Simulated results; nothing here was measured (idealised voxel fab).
process module | voxel self aligned vias
cross-section cut | 210 nm wide | cells 5 nm
A cross-section is a grid of square cells, given in bands from the top down. A band is one or more rows of cells.
Each band's line starts with the height of the band's top and of its bottom, in nm. Then come its materials from left to right, each with its width in nm. One material with "throughout" fills the band from edge to edge. "air" is empty space.
Height 0 is the level under which the wafer as received is all one material. The lowest band goes on downwards, as in "0 down".
A width such as "30 to 40" changes by the same amount from each row of cells to the next, from the band's top row to its bottom row.
"no change" after a step means that no cell of the cross-section changed.
closed voids: empty space of 8 cells or more with no open way to the top, each as width x height at its distance from the left edge, in nm
after a step's settings: what the simulator itself notes on the step
overlay nm, on a step with a mask: how far to the right of its planned place the mask lay; to the left if negative
plan
1 op RECEIVE | material Si
2 op CONFORMAL_DEP | material SiO2 | thk nm 10
3 op CONFORMAL_DEP | material SiCN | thk nm 5
4 op DIRECTIONAL_DEP | material lowk | thk nm 25
5 op MASKED_ETCH | tone open | mask id LINES | width nm 30 | pitch nm 60 | etch materials lowk | depth nm 25 | overlay nm 0
6 op CONFORMAL_DEP | material TiN | thk nm 5
7 op FILL_DEP | material W | thk nm 10
8 op CMP | height nm 40
9 op SELECTIVE_ETCH | etch materials W Ru TiN | depth nm 10
10 op FILL_DEP | material SiN | thk nm 10
11 op CMP | height nm 40
12 op DIRECTIONAL_DEP | material lowk | thk nm 20
13 op MASKED_ETCH | tone open | mask id VIAS | width nm 40 | pitch nm 60 | etch materials lowk | depth nm 20 | overlay nm 0
14 op MASKED_ETCH | tone open | mask id VIAS | width nm 40 | pitch nm 60 | etch materials SiN | depth nm 10 | overlay nm 0
15 op CONFORMAL_DEP | material TiN | thk nm 5
16 op FILL_DEP | material Ru | thk nm 5
17 op CMP | height nm 60
18 op CONFORMAL_DEP | material SiN | thk nm 5
as received, after step 1
  0 down: Si throughout
  closed voids: none
first wafer at the end, as planned
  65 to 60: SiN throughout
  60 to 45: lowk 25 | TiN 5 | Ru 30 | TiN 5 | lowk 20 | TiN 5 | Ru 30 | TiN 5 | lowk 20 | TiN 5 | Ru 30 | TiN 5 | lowk 25
  45 to 35: lowk 25 to 30 | TiN 10 to 5 | Ru 20 | TiN 10 to 5 | lowk 20 to 30 | TiN 10 to 5 | Ru 20 | TiN 10 to 5 | lowk 20 to 30 | TiN 10 to 5 | Ru 20 | TiN 10 to 5 | lowk 25 to 30
  35 to 30: lowk 30 | TiN 30 | lowk 30 | TiN 30 | lowk 30 | TiN 30 | lowk 30
  30 to 20: lowk 30 | TiN 5 | W 20 | TiN 5 | lowk 30 | TiN 5 | W 20 | TiN 5 | lowk 30 | TiN 5 | W 20 | TiN 5 | lowk 30
  20 to 15: lowk 30 | TiN 30 | lowk 30 | TiN 30 | lowk 30 | TiN 30 | lowk 30
  15 to 10: SiCN throughout
  10 to 0: SiO2 throughout
  0 down: Si throughout
  closed voids: none
second wafer at the end: like start, like plan, one mistake
  65 to 60: SiN throughout
  60 to 35: lowk 25 | TiN 5 | Ru 30 | TiN 5 | lowk 20 | TiN 5 | Ru 30 | TiN 5 | lowk 20 | TiN 5 | Ru 30 | TiN 5 | lowk 25
  35 to 30: lowk 25 | TiN 40 | lowk 20 | TiN 40 | lowk 20 | TiN 40 | lowk 25
  30 to 20: lowk 25 | TiN 10 | W 20 | TiN 10 | lowk 20 | TiN 10 | W 20 | TiN 10 | lowk 20 | TiN 10 | W 20 | TiN 10 | lowk 25
  20 to 15: lowk 30 | TiN 30 | lowk 30 | TiN 30 | lowk 30 | TiN 30 | lowk 30
  15 to 10: SiCN throughout
  10 to 0: SiO2 throughout
  0 down: Si throughout
  closed voids: none
what went wrong: step 13 was run twice
at the end the second wafer has, in cells: 12 more of Ru | 12 more of TiN | 24 fewer of lowk
